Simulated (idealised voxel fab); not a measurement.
You're looking at the process module voxel transistor to metal.
The cross-section shown here is cut; it is 210 nm wide and divided into square cells measuring 5 nm on a side.
How to read a cross-section here: the picture is a grid of square cells, written as bands going from the top down, and any band can span one or more rows of cells.
This entry defines a band. It first specifies the height of the band's top and the height of its bottom in nm, and then specifies the band's materials from left to right, stating each material with its width in nm. The word "all across" identifies a single material that fills the band from edge to edge, while the word "air" identifies empty space.
Heights from 0 (as-received wafer is one material below). Bottom band endless downward, as "0 nm and below".
You'd read "30->40" like this: the band's top row of cells is as wide as the first number, its bottom row is as wide as the second, and going down, every row changes width by the same amount as the row before did.
Basically "remains unaltered" means that step didn't change any cell in the cross-section.
The list in "Enclosed voids" covers empty spaces of 8 cells or more that cannot reach the top through any open way, and it gives each as width x height at distance; the distance is from the left edge, and width, height and distance are in nm.
On a step's line, text after the settings is the simulator commenting on that step.
overlay nm, on a step with a mask: how far to the right of its planned place the mask lay; to the left if negative
[Steps in the process plan]
1) RECEIVE, material Si
2) CONFORMAL_DEP, material SiO2, thk nm 5
3) CONFORMAL_DEP, material SiN, thk nm 15
4) PATTERN, tone cover, mask id ACTIVE, material resist, width nm 115, thk nm 15, overlay nm 0
5) DIRECTIONAL_ETCH, etch materials SiN, depth nm 15
6) DIRECTIONAL_ETCH, etch materials SiO2, depth nm 5
7) DIRECTIONAL_ETCH, etch materials Si, depth nm 20
8) STRIP, etch materials resist
9) FILL_DEP, material SiO2, thk nm 10
10) CMP, height nm 20
11) SELECTIVE_ETCH, etch materials SiO2, depth nm 15
12) STRIP, etch materials SiN
13) SELECTIVE_ETCH, etch materials SiO2, depth nm 5
14) OXIDIZE, depth nm 5
15) DIRECTIONAL_DEP, material polySi, thk nm 25
16) DIRECTIONAL_DEP, material SiCN, thk nm 10
17) PATTERN, tone cover, mask id GATE, material resist, width nm 25, thk nm 20, overlay nm 0
18) DIRECTIONAL_ETCH, etch materials SiCN, depth nm 20
19) DIRECTIONAL_ETCH, etch materials polySi, depth nm 35
20) STRIP, etch materials resist
21) CONFORMAL_DEP, material SiO2, thk nm 5
22) DIRECTIONAL_ETCH, etch materials SiO2, depth nm 5
23) CONFORMAL_DEP, material SiN, thk nm 10
24) DIRECTIONAL_ETCH, etch materials SiN, depth nm 10
25) DIRECTIONAL_ETCH, etch materials SiO2, depth nm 5
26) DIRECTIONAL_ETCH, etch materials Si, depth nm 15
27) EPI, material pSi, thk nm 20
28) FILL_DEP, material SiO2, thk nm 10
29) CMP, height nm 35
30) DIRECTIONAL_DEP, material SiO2, thk nm 15
31) DIRECTIONAL_DEP, material aC, thk nm 15
32) PATTERN, tone open, mask id CONTACT, material resist, width nm 30, pitch nm 65, thk nm 30, overlay nm 0
33) DIRECTIONAL_ETCH, etch materials aC, depth nm 15
34) STRIP, etch materials resist
35) DIRECTIONAL_ETCH, etch materials SiO2, depth nm 35
36) STRIP, etch materials aC
37) CONFORMAL_DEP, material TiN, thk nm 5
38) FILL_DEP, material W, thk nm 10
39) CMP, height nm 50
40) CONFORMAL_DEP, material SiCN, thk nm 5
41) DIRECTIONAL_DEP, material lowk, thk nm 20
42) DIRECTIONAL_DEP, material aC, thk nm 10
43) PATTERN, tone open, mask id METAL_1, material resist, width nm 15, pitch nm 80, thk nm 30, overlay nm 0
44) DIRECTIONAL_ETCH, etch materials aC, depth nm 10
45) STRIP, etch materials resist
46) DIRECTIONAL_ETCH, etch materials lowk, depth nm 20
47) DIRECTIONAL_ETCH, etch materials SiCN, depth nm 5
48) STRIP, etch materials aC
49) CONFORMAL_DEP, material TiN, thk nm 5
50) FILL_DEP, material W, thk nm 10
51) CMP, height nm 75
52) EPI, material Ru, thk nm 5
53) FILL_DEP, material SiCN, thk nm 5
54) DIRECTIONAL_DEP, material SiO2, thk nm 30
55) PATTERN, tone open, mask id METAL_2, material resist, width nm 15, pitch nm 80, thk nm 20, overlay nm 0
56) DIRECTIONAL_ETCH, etch materials SiO2, depth nm 20
57) STRIP, etch materials resist
58) MASKED_ETCH, tone open, mask id METAL_2_HOLES, width nm 15, pitch nm 80, etch materials SiO2, depth nm 10, overlay nm 0
59) MASKED_ETCH, tone open, mask id METAL_2_HOLES, width nm 15, pitch nm 80, etch materials SiCN, depth nm 5, overlay nm 0
60) CONFORMAL_DEP, material TiN, thk nm 5
61) FILL_DEP, material Cu, thk nm 10
62) CMP, height nm 115
63) CONFORMAL_DEP, material SiN, thk nm 5
[Wafer, first of two, run as planned]
[Wafer as received: cross-section following step 1]
0 nm and below = Si all across
Enclosed voids: none
[Wafer xsec, post step 2]
5 nm to 0 nm = SiO2 all across
No changes below 0.
[Wafer xsec, post step 3]
20 nm to 5 nm = SiN all across
No changes below 5.
[Wafer xsec, post step 4]
35 nm to 20 nm = air=45 / resist=115 / air=50
No changes below 20.
[Wafer xsec, post step 5]
35 nm to 20 nm = air=45 / resist=115 / air=50
20 nm to 5 nm = air=45 / SiN=115 / air=50
No changes below 5.
[Wafer xsec, post step 6]
35 nm to 20 nm = air=45 / resist=115 / air=50
20 nm to 5 nm = air=45 / SiN=115 / air=50
5 nm to 0 nm = air=45 / SiO2=115 / air=50
No changes below 0.
[Wafer xsec, post step 7]
35 nm to 20 nm = air=45 / resist=115 / air=50
20 nm to 5 nm = air=45 / SiN=115 / air=50
5 nm to 0 nm = air=45 / SiO2=115 / air=50
0 nm to -20 nm = air=45 / Si=115 / air=50
No changes below -20.
[Wafer xsec, post step 8]
20 nm to 5 nm = air=45 / SiN=115 / air=50
No changes below 5.
[Wafer xsec, post step 9]
30 nm to 20 nm = SiO2 all across
20 nm to 5 nm = SiO2=45 / SiN=115 / SiO2=50
5 nm to 0 nm = SiO2 all across
0 nm to -20 nm = SiO2=45 / Si=115 / SiO2=50
No changes below -20.
[Wafer xsec, post step 10]
20 nm to 5 nm = SiO2=45 / SiN=115 / SiO2=50
No changes below 5.
[Wafer xsec, post step 11]
20 nm to 5 nm = air=45 / SiN=115 / air=50
No changes below 5.
[Wafer xsec, post step 12]
5 nm to 0 nm = SiO2 all across
No changes below 0.
[Wafer xsec, post step 13]
0 nm to -20 nm = SiO2=45 / Si=115 / SiO2=50
No changes below -20.
[Wafer xsec, post step 14]
0 nm to -5 nm = SiO2 all across
No changes below -5.
[Wafer xsec, post step 15]
25 nm to 0 nm = polySi all across
No changes below 0.
[Wafer xsec, post step 16]
35 nm to 25 nm = SiCN all across
No changes below 25.
[Wafer xsec, post step 17]
55 nm to 35 nm = air=90 / resist=25 / air=95
No changes below 35.
[Wafer xsec, post step 18]
55 nm to 35 nm = air=90 / resist=25 / air=95
35 nm to 25 nm = air=90 / SiCN=25 / air=95
No changes below 25.
[Wafer xsec, post step 19]
55 nm to 35 nm = air=90 / resist=25 / air=95
35 nm to 25 nm = air=90 / SiCN=25 / air=95
25 nm to 0 nm = air=90 / polySi=25 / air=95
No changes below 0.
[Wafer xsec, post step 20]
35 nm to 25 nm = air=90 / SiCN=25 / air=95
No changes below 25.
[Wafer xsec, post step 21]
40 nm to 35 nm = air=85 / SiO2=35 / air=90
35 nm to 25 nm = air=85 / SiO2=5 / SiCN=25 / SiO2=5 / air=90
25 nm to 5 nm = air=85 / SiO2=5 / polySi=25 / SiO2=5 / air=90
5 nm to 0 nm = SiO2=90 / polySi=25 / SiO2=95
No changes below 0.
[Wafer xsec, post step 22]
35 nm to 25 nm = air=85 / SiO2=5 / SiCN=25 / SiO2=5 / air=90
25 nm to 0 nm = air=85 / SiO2=5 / polySi=25 / SiO2=5 / air=90
No changes below 0.
[Wafer xsec, post step 23]
45 nm to 35 nm = air=75 / SiN=55 / air=80
35 nm to 25 nm = air=75 / SiN=10 / SiO2=5 / SiCN=25 / SiO2=5 / SiN=10 / air=80
25 nm to 10 nm = air=75 / SiN=10 / SiO2=5 / polySi=25 / SiO2=5 / SiN=10 / air=80
10 nm to 0 nm = SiN=85 / SiO2=5 / polySi=25 / SiO2=5 / SiN=90
No changes below 0.
[Wafer xsec, post step 24]
35 nm to 25 nm = air=75 / SiN=10 / SiO2=5 / SiCN=25 / SiO2=5 / SiN=10 / air=80
25 nm to 0 nm = air=75 / SiN=10 / SiO2=5 / polySi=25 / SiO2=5 / SiN=10 / air=80
No changes below 0.
[Wafer xsec, post step 25]
35 nm to 30 nm = air=75 / SiN=10 / air=5 / SiCN=25 / air=5 / SiN=10 / air=80
30 nm to 25 nm = air=75 / SiN=10 / SiO2=5 / SiCN=25 / SiO2=5 / SiN=10 / air=80
25 nm to 0 nm = air=75 / SiN=10 / SiO2=5 / polySi=25 / SiO2=5 / SiN=10 / air=80
0 nm to -5 nm = air=75 / SiO2=55 / air=80
No changes below -5.
[Wafer xsec, post step 26]
35 nm to 30 nm = air=75 / SiN=10 / air=5 / SiCN=25 / air=5 / SiN=10 / air=80
30 nm to 25 nm = air=75 / SiN=10 / SiO2=5 / SiCN=25 / SiO2=5 / SiN=10 / air=80
25 nm to 0 nm = air=75 / SiN=10 / SiO2=5 / polySi=25 / SiO2=5 / SiN=10 / air=80
0 nm to -5 nm = air=75 / SiO2=55 / air=80
-5 nm to -20 nm = SiO2=45 / air=30 / Si=55 / air=30 / SiO2=50
No changes below -20.
[Wafer xsec, post step 27]
35 nm to 30 nm = air=75 / SiN=10 / air=5 / SiCN=25 / air=5 / SiN=10 / air=80
30 nm to 25 nm = air=75 / SiN=10 / SiO2=5 / SiCN=25 / SiO2=5 / SiN=10 / air=80
25 nm to 15 nm = air=75 / SiN=10 / SiO2=5 / polySi=25 / SiO2=5 / SiN=10 / air=80
15 nm to 0 nm = air=55 / pSi=20 / SiN=10 / SiO2=5 / polySi=25 / SiO2=5 / SiN=10 / pSi=20 / air=60
0 nm to -5 nm = air=40 / pSi=35 / SiO2=55 / pSi=35 / air=45
-5 nm to -20 nm = SiO2=45 / pSi=30 / Si=55 / pSi=30 / SiO2=50
No changes below -20.
[Wafer xsec, post step 28]
45 nm to 35 nm = SiO2 all across
35 nm to 25 nm = SiO2=75 / SiN=10 / SiO2=5 / SiCN=25 / SiO2=5 / SiN=10 / SiO2=80
25 nm to 15 nm = SiO2=75 / SiN=10 / SiO2=5 / polySi=25 / SiO2=5 / SiN=10 / SiO2=80
15 nm to 0 nm = SiO2=55 / pSi=20 / SiN=10 / SiO2=5 / polySi=25 / SiO2=5 / SiN=10 / pSi=20 / SiO2=60
0 nm to -5 nm = SiO2=40 / pSi=35 / SiO2=55 / pSi=35 / SiO2=45
No changes below -5.
[Wafer xsec, post step 29]
35 nm to 25 nm = SiO2=75 / SiN=10 / SiO2=5 / SiCN=25 / SiO2=5 / SiN=10 / SiO2=80
No changes below 25.
[Wafer xsec, post step 30]
50 nm to 35 nm = SiO2 all across
No changes below 35.
[Wafer xsec, post step 31]
65 nm to 50 nm = aC all across
No changes below 50.
[Wafer xsec, post step 32]
95 nm to 65 nm = resist=55 / air=30 / resist=35 / air=30 / resist=60
No changes below 65.
[Wafer xsec, post step 33]
80 nm to 65 nm = resist=55 / air=30 / resist=35 / air=30 / resist=60
65 nm to 50 nm = aC=55 / air=30 / aC=35 / air=30 / aC=60
No changes below 50.
[Wafer xsec, post step 34]
65 nm to 50 nm = aC=55 / air=30 / aC=35 / air=30 / aC=60
No changes below 50.
[Wafer xsec, post step 35]
65 nm to 50 nm = aC=55 / air=30 / aC=35 / air=30 / aC=60
50 nm to 35 nm = SiO2=55 / air=30 / SiO2=35 / air=30 / SiO2=60
35 nm to 25 nm = SiO2=55 / air=20 / SiN=10 / SiO2=5 / SiCN=25 / SiO2=5 / SiN=10 / air=20 / SiO2=60
25 nm to 15 nm = SiO2=55 / air=20 / SiN=10 / SiO2=5 / polySi=25 / SiO2=5 / SiN=10 / air=20 / SiO2=60
No changes below 15.
[Wafer xsec, post step 36]
50 nm to 35 nm = SiO2=55 / air=30 / SiO2=35 / air=30 / SiO2=60
No changes below 35.
[Wafer xsec, post step 37]
55 nm to 50 nm = TiN=60 / air=20 / TiN=45 / air=20 / TiN=65
50 nm to 40 nm = SiO2=55 / TiN=5 / air=20 / TiN=5 / SiO2=35 / TiN=5 / air=20 / TiN=5 / SiO2=60
40 nm to 35 nm = SiO2=55 / TiN=5 / air=10 / TiN=15 / SiO2=35 / TiN=15 / air=10 / TiN=5 / SiO2=60
35 nm to 25 nm = SiO2=55 / TiN=5 / air=10 / TiN=5 / SiN=10 / SiO2=5 / SiCN=25 / SiO2=5 / SiN=10 / TiN=5 / air=10 / TiN=5 / SiO2=60
25 nm to 20 nm = SiO2=55 / TiN=5 / air=10 / TiN=5 / SiN=10 / SiO2=5 / polySi=25 / SiO2=5 / SiN=10 / TiN=5 / air=10 / TiN=5 / SiO2=60
20 nm to 15 nm = SiO2=55 / TiN=20 / SiN=10 / SiO2=5 / polySi=25 / SiO2=5 / SiN=10 / TiN=20 / SiO2=60
No changes below 15.
[Wafer xsec, post step 38]
65 nm to 55 nm = W all across
55 nm to 50 nm = TiN=60 / W=20 / TiN=45 / W=20 / TiN=65
50 nm to 40 nm = SiO2=55 / TiN=5 / W=20 / TiN=5 / SiO2=35 / TiN=5 / W=20 / TiN=5 / SiO2=60
40 nm to 35 nm = SiO2=55 / TiN=5 / W=10 / TiN=15 / SiO2=35 / TiN=15 / W=10 / TiN=5 / SiO2=60
35 nm to 25 nm = SiO2=55 / TiN=5 / W=10 / TiN=5 / SiN=10 / SiO2=5 / SiCN=25 / SiO2=5 / SiN=10 / TiN=5 / W=10 / TiN=5 / SiO2=60
25 nm to 20 nm = SiO2=55 / TiN=5 / W=10 / TiN=5 / SiN=10 / SiO2=5 / polySi=25 / SiO2=5 / SiN=10 / TiN=5 / W=10 / TiN=5 / SiO2=60
No changes below 20.
[Wafer xsec, post step 39]
50 nm to 40 nm = SiO2=55 / TiN=5 / W=20 / TiN=5 / SiO2=35 / TiN=5 / W=20 / TiN=5 / SiO2=60
No changes below 40.
[Wafer xsec, post step 40]
55 nm to 50 nm = SiCN all across
No changes below 50.
[Wafer xsec, post step 41]
75 nm to 55 nm = lowk all across
No changes below 55.
[Wafer xsec, post step 42]
85 nm to 75 nm = aC all across
No changes below 75.
[Wafer xsec, post step 43]
115 nm to 85 nm = resist=55 / air=15 / resist=65 / air=15 / resist=60
No changes below 85.
[Wafer xsec, post step 44]
105 nm to 85 nm = resist=55 / air=15 / resist=65 / air=15 / resist=60
85 nm to 75 nm = aC=55 / air=15 / aC=65 / air=15 / aC=60
No changes below 75.
[Wafer xsec, post step 45]
85 nm to 75 nm = aC=55 / air=15 / aC=65 / air=15 / aC=60
No changes below 75.
[Wafer xsec, post step 46]
85 nm to 75 nm = aC=55 / air=15 / aC=65 / air=15 / aC=60
75 nm to 55 nm = lowk=55 / air=15 / lowk=65 / air=15 / lowk=60
No changes below 55.
[Wafer xsec, post step 47]
85 nm to 75 nm = aC=55 / air=15 / aC=65 / air=15 / aC=60
75 nm to 55 nm = lowk=55 / air=15 / lowk=65 / air=15 / lowk=60
55 nm to 50 nm = SiCN=55 / air=15 / SiCN=65 / air=15 / SiCN=60
No changes below 50.
[Wafer xsec, post step 48]
75 nm to 55 nm = lowk=55 / air=15 / lowk=65 / air=15 / lowk=60
No changes below 55.
[Wafer xsec, post step 49]
80 nm to 75 nm = TiN=60 / air=5 / TiN=75 / air=5 / TiN=65
75 nm to 55 nm = lowk=55 / TiN=5 / air=5 / TiN=5 / lowk=65 / TiN=5 / air=5 / TiN=5 / lowk=60
55 nm to 50 nm = SiCN=55 / TiN=15 / SiCN=65 / TiN=15 / SiCN=60
No changes below 50.
[Wafer xsec, post step 50]
90 nm to 80 nm = W all across
80 nm to 75 nm = TiN=60 / W=5 / TiN=75 / W=5 / TiN=65
75 nm to 55 nm = lowk=55 / TiN=5 / W=5 / TiN=5 / lowk=65 / TiN=5 / W=5 / TiN=5 / lowk=60
No changes below 55.
[Wafer xsec, post step 51]
75 nm to 55 nm = lowk=55 / TiN=5 / W=5 / TiN=5 / lowk=65 / TiN=5 / W=5 / TiN=5 / lowk=60
No changes below 55.
[Wafer xsec, post step 52]
80 nm to 75 nm = air=50 / Ru=25 / air=55 / Ru=25 / air=55
No changes below 75.
[Wafer xsec, post step 53]
85 nm to 80 nm = SiCN all across
80 nm to 75 nm = SiCN=50 / Ru=25 / SiCN=55 / Ru=25 / SiCN=55
No changes below 75.
[Wafer xsec, post step 54]
115 nm to 85 nm = SiO2 all across
No changes below 85.
[Wafer xsec, post step 55]
135 nm to 115 nm = resist=55 / air=15 / resist=65 / air=15 / resist=60
No changes below 115.
[Wafer xsec, post step 56]
135 nm to 115 nm = resist=55 / air=15 / resist=65 / air=15 / resist=60
115 nm to 95 nm = SiO2=55 / air=15 / SiO2=65 / air=15 / SiO2=60
No changes below 95.
[Wafer xsec, post step 57]
115 nm to 95 nm = SiO2=55 / air=15 / SiO2=65 / air=15 / SiO2=60
No changes below 95.
[Wafer xsec, post step 58]
115 nm to 85 nm = SiO2=55 / air=15 / SiO2=65 / air=15 / SiO2=60
No changes below 85.
[Wafer xsec, post step 59]
115 nm to 85 nm = SiO2=55 / air=15 / SiO2=65 / air=15 / SiO2=60
85 nm to 80 nm = SiCN=55 / air=15 / SiCN=65 / air=15 / SiCN=60
No changes below 80.
[Wafer xsec, post step 60]
120 nm to 115 nm = TiN=60 / air=5 / TiN=75 / air=5 / TiN=65
115 nm to 85 nm = SiO2=55 / TiN=5 / air=5 / TiN=5 / SiO2=65 / TiN=5 / air=5 / TiN=5 / SiO2=60
85 nm to 80 nm = SiCN=55 / TiN=15 / SiCN=65 / TiN=15 / SiCN=60
No changes below 80.
[Wafer xsec, post step 61]
130 nm to 120 nm = Cu all across
120 nm to 115 nm = TiN=60 / Cu=5 / TiN=75 / Cu=5 / TiN=65
115 nm to 85 nm = SiO2=55 / TiN=5 / Cu=5 / TiN=5 / SiO2=65 / TiN=5 / Cu=5 / TiN=5 / SiO2=60
No changes below 85.
[Wafer xsec, post step 62]
115 nm to 85 nm = SiO2=55 / TiN=5 / Cu=5 / TiN=5 / SiO2=65 / TiN=5 / Cu=5 / TiN=5 / SiO2=60
No changes below 85.
[Wafer xsec, post step 63]
120 nm to 115 nm = SiN all across
No changes below 115.
[Second wafer. Start and plan as for the first. One mistake made in running. Agrees with the first up to and including step 22]
[Second wafer, sectioned view, at step 23's planned end time]
45 nm to 35 nm = air=75 / SiO2=55 / air=80
35 nm to 25 nm = air=75 / SiO2=15 / SiCN=25 / SiO2=15 / air=80
25 nm to 10 nm = air=75 / SiO2=15 / polySi=25 / SiO2=15 / air=80
10 nm to 0 nm = SiO2=90 / polySi=25 / SiO2=95
No changes below 0.
Second wafer, sectioned view, at step 24's planned end time: remains unaltered
[Second wafer, sectioned view, at step 25's planned end time]
40 nm to 35 nm = air=75 / SiO2=55 / air=80
35 nm to 25 nm = air=75 / SiO2=15 / SiCN=25 / SiO2=15 / air=80
25 nm to 5 nm = air=75 / SiO2=15 / polySi=25 / SiO2=15 / air=80
No changes below 5.
Second wafer, sectioned view, at step 26's planned end time: remains unaltered
Second wafer, sectioned view, at step 27's planned end time: remains unaltered
[Second wafer, sectioned view, at step 28's planned end time]
50 nm to 35 nm = SiO2 all across
35 nm to 25 nm = SiO2=90 / SiCN=25 / SiO2=95
25 nm to 0 nm = SiO2=90 / polySi=25 / SiO2=95
No changes below 0.
[Second wafer, sectioned view, at step 29's planned end time]
35 nm to 25 nm = SiO2=90 / SiCN=25 / SiO2=95
No changes below 25.
[Second wafer, sectioned view, at step 30's planned end time]
50 nm to 35 nm = SiO2 all across
No changes below 35.
[Second wafer, sectioned view, at step 31's planned end time]
65 nm to 50 nm = aC all across
No changes below 50.
[Second wafer, sectioned view, at step 32's planned end time]
95 nm to 65 nm = resist=55 / air=30 / resist=35 / air=30 / resist=60
No changes below 65.
[Second wafer, sectioned view, at step 33's planned end time]
80 nm to 65 nm = resist=55 / air=30 / resist=35 / air=30 / resist=60
65 nm to 50 nm = aC=55 / air=30 / aC=35 / air=30 / aC=60
No changes below 50.
[Second wafer, sectioned view, at step 34's planned end time]
65 nm to 50 nm = aC=55 / air=30 / aC=35 / air=30 / aC=60
No changes below 50.
[Second wafer, sectioned view, at step 35's planned end time]
65 nm to 50 nm = aC=55 / air=30 / aC=35 / air=30 / aC=60
50 nm to 35 nm = SiO2=55 / air=30 / SiO2=35 / air=30 / SiO2=60
35 nm to 25 nm = SiO2=55 / air=30 / SiO2=5 / SiCN=25 / SiO2=5 / air=30 / SiO2=60
25 nm to 15 nm = SiO2=55 / air=30 / SiO2=5 / polySi=25 / SiO2=5 / air=30 / SiO2=60
No changes below 15.
[Second wafer, sectioned view, at step 36's planned end time]
50 nm to 35 nm = SiO2=55 / air=30 / SiO2=35 / air=30 / SiO2=60
No changes below 35.
[Second wafer, sectioned view, at step 37's planned end time]
55 nm to 50 nm = TiN=60 / air=20 / TiN=45 / air=20 / TiN=65
50 nm to 35 nm = SiO2=55 / TiN=5 / air=20 / TiN=5 / SiO2=35 / TiN=5 / air=20 / TiN=5 / SiO2=60
35 nm to 25 nm = SiO2=55 / TiN=5 / air=20 / TiN=5 / SiO2=5 / SiCN=25 / SiO2=5 / TiN=5 / air=20 / TiN=5 / SiO2=60
25 nm to 20 nm = SiO2=55 / TiN=5 / air=20 / TiN=5 / SiO2=5 / polySi=25 / SiO2=5 / TiN=5 / air=20 / TiN=5 / SiO2=60
20 nm to 15 nm = SiO2=55 / TiN=30 / SiO2=5 / polySi=25 / SiO2=5 / TiN=30 / SiO2=60
No changes below 15.
[Second wafer, sectioned view, at step 38's planned end time]
65 nm to 55 nm = W all across
55 nm to 50 nm = TiN=60 / W=20 / TiN=45 / W=20 / TiN=65
50 nm to 35 nm = SiO2=55 / TiN=5 / W=20 / TiN=5 / SiO2=35 / TiN=5 / W=20 / TiN=5 / SiO2=60
35 nm to 25 nm = SiO2=55 / TiN=5 / W=20 / TiN=5 / SiO2=5 / SiCN=25 / SiO2=5 / TiN=5 / W=20 / TiN=5 / SiO2=60
25 nm to 20 nm = SiO2=55 / TiN=5 / W=20 / TiN=5 / SiO2=5 / polySi=25 / SiO2=5 / TiN=5 / W=20 / TiN=5 / SiO2=60
No changes below 20.
[Second wafer, sectioned view, at step 39's planned end time]
50 nm to 35 nm = SiO2=55 / TiN=5 / W=20 / TiN=5 / SiO2=35 / TiN=5 / W=20 / TiN=5 / SiO2=60
No changes below 35.
[Second wafer, sectioned view, at step 40's planned end time]
55 nm to 50 nm = SiCN all across
No changes below 50.
[Second wafer, sectioned view, at step 41's planned end time]
75 nm to 55 nm = lowk all across
No changes below 55.
[Second wafer, sectioned view, at step 42's planned end time]
85 nm to 75 nm = aC all across
No changes below 75.
[Second wafer, sectioned view, at step 43's planned end time]
115 nm to 85 nm = resist=55 / air=15 / resist=65 / air=15 / resist=60
No changes below 85.
[Second wafer, sectioned view, at step 44's planned end time]
105 nm to 85 nm = resist=55 / air=15 / resist=65 / air=15 / resist=60
85 nm to 75 nm = aC=55 / air=15 / aC=65 / air=15 / aC=60
No changes below 75.
[Second wafer, sectioned view, at step 45's planned end time]
85 nm to 75 nm = aC=55 / air=15 / aC=65 / air=15 / aC=60
No changes below 75.
[Second wafer, sectioned view, at step 46's planned end time]
85 nm to 75 nm = aC=55 / air=15 / aC=65 / air=15 / aC=60
75 nm to 55 nm = lowk=55 / air=15 / lowk=65 / air=15 / lowk=60
No changes below 55.
[Second wafer, sectioned view, at step 47's planned end time]
85 nm to 75 nm = aC=55 / air=15 / aC=65 / air=15 / aC=60
75 nm to 55 nm = lowk=55 / air=15 / lowk=65 / air=15 / lowk=60
55 nm to 50 nm = SiCN=55 / air=15 / SiCN=65 / air=15 / SiCN=60
No changes below 50.
[Second wafer, sectioned view, at step 48's planned end time]
75 nm to 55 nm = lowk=55 / air=15 / lowk=65 / air=15 / lowk=60
No changes below 55.
[Second wafer, sectioned view, at step 49's planned end time]
80 nm to 75 nm = TiN=60 / air=5 / TiN=75 / air=5 / TiN=65
75 nm to 55 nm = lowk=55 / TiN=5 / air=5 / TiN=5 / lowk=65 / TiN=5 / air=5 / TiN=5 / lowk=60
55 nm to 50 nm = SiCN=55 / TiN=15 / SiCN=65 / TiN=15 / SiCN=60
No changes below 50.
[Second wafer, sectioned view, at step 50's planned end time]
90 nm to 80 nm = W all across
80 nm to 75 nm = TiN=60 / W=5 / TiN=75 / W=5 / TiN=65
75 nm to 55 nm = lowk=55 / TiN=5 / W=5 / TiN=5 / lowk=65 / TiN=5 / W=5 / TiN=5 / lowk=60
No changes below 55.
[Second wafer, sectioned view, at step 51's planned end time]
75 nm to 55 nm = lowk=55 / TiN=5 / W=5 / TiN=5 / lowk=65 / TiN=5 / W=5 / TiN=5 / lowk=60
No changes below 55.
[Second wafer, sectioned view, at step 52's planned end time]
80 nm to 75 nm = air=50 / Ru=25 / air=55 / Ru=25 / air=55
No changes below 75.
[Second wafer, sectioned view, at step 53's planned end time]
85 nm to 80 nm = SiCN all across
80 nm to 75 nm = SiCN=50 / Ru=25 / SiCN=55 / Ru=25 / SiCN=55
No changes below 75.
[Second wafer, sectioned view, at step 54's planned end time]
115 nm to 85 nm = SiO2 all across
No changes below 85.
[Second wafer, sectioned view, at step 55's planned end time]
135 nm to 115 nm = resist=55 / air=15 / resist=65 / air=15 / resist=60
No changes below 115.
[Second wafer, sectioned view, at step 56's planned end time]
135 nm to 115 nm = resist=55 / air=15 / resist=65 / air=15 / resist=60
115 nm to 95 nm = SiO2=55 / air=15 / SiO2=65 / air=15 / SiO2=60
No changes below 95.
[Second wafer, sectioned view, at step 57's planned end time]
115 nm to 95 nm = SiO2=55 / air=15 / SiO2=65 / air=15 / SiO2=60
No changes below 95.
[Second wafer, sectioned view, at step 58's planned end time]
115 nm to 85 nm = SiO2=55 / air=15 / SiO2=65 / air=15 / SiO2=60
No changes below 85.
[Second wafer, sectioned view, at step 59's planned end time]
115 nm to 85 nm = SiO2=55 / air=15 / SiO2=65 / air=15 / SiO2=60
85 nm to 80 nm = SiCN=55 / air=15 / SiCN=65 / air=15 / SiCN=60
No changes below 80.
[Second wafer, sectioned view, at step 60's planned end time]
120 nm to 115 nm = TiN=60 / air=5 / TiN=75 / air=5 / TiN=65
115 nm to 85 nm = SiO2=55 / TiN=5 / air=5 / TiN=5 / SiO2=65 / TiN=5 / air=5 / TiN=5 / SiO2=60
85 nm to 80 nm = SiCN=55 / TiN=15 / SiCN=65 / TiN=15 / SiCN=60
No changes below 80.
[Second wafer, sectioned view, at step 61's planned end time]
130 nm to 120 nm = Cu all across
120 nm to 115 nm = TiN=60 / Cu=5 / TiN=75 / Cu=5 / TiN=65
115 nm to 85 nm = SiO2=55 / TiN=5 / Cu=5 / TiN=5 / SiO2=65 / TiN=5 / Cu=5 / TiN=5 / SiO2=60
No changes below 85.
[Second wafer, sectioned view, at step 62's planned end time]
115 nm to 85 nm = SiO2=55 / TiN=5 / Cu=5 / TiN=5 / SiO2=65 / TiN=5 / Cu=5 / TiN=5 / SiO2=60
No changes below 85.
[Second wafer, sectioned view, at step 63's planned end time]
120 nm to 115 nm = SiN all across
No changes below 115.
The mistake made against the process plan was this: step 23 did not use the planned setting and instead ran as CONFORMAL_DEP, material SiO2, thk nm 10
It is noted that, at the conclusion of processing, the second wafer exhibits a higher or lower cell count for certain materials relative to the first: Si: 36 more, SiN: 28 fewer, SiO2: 50 more, W: 16 more, pSi: 74 fewer
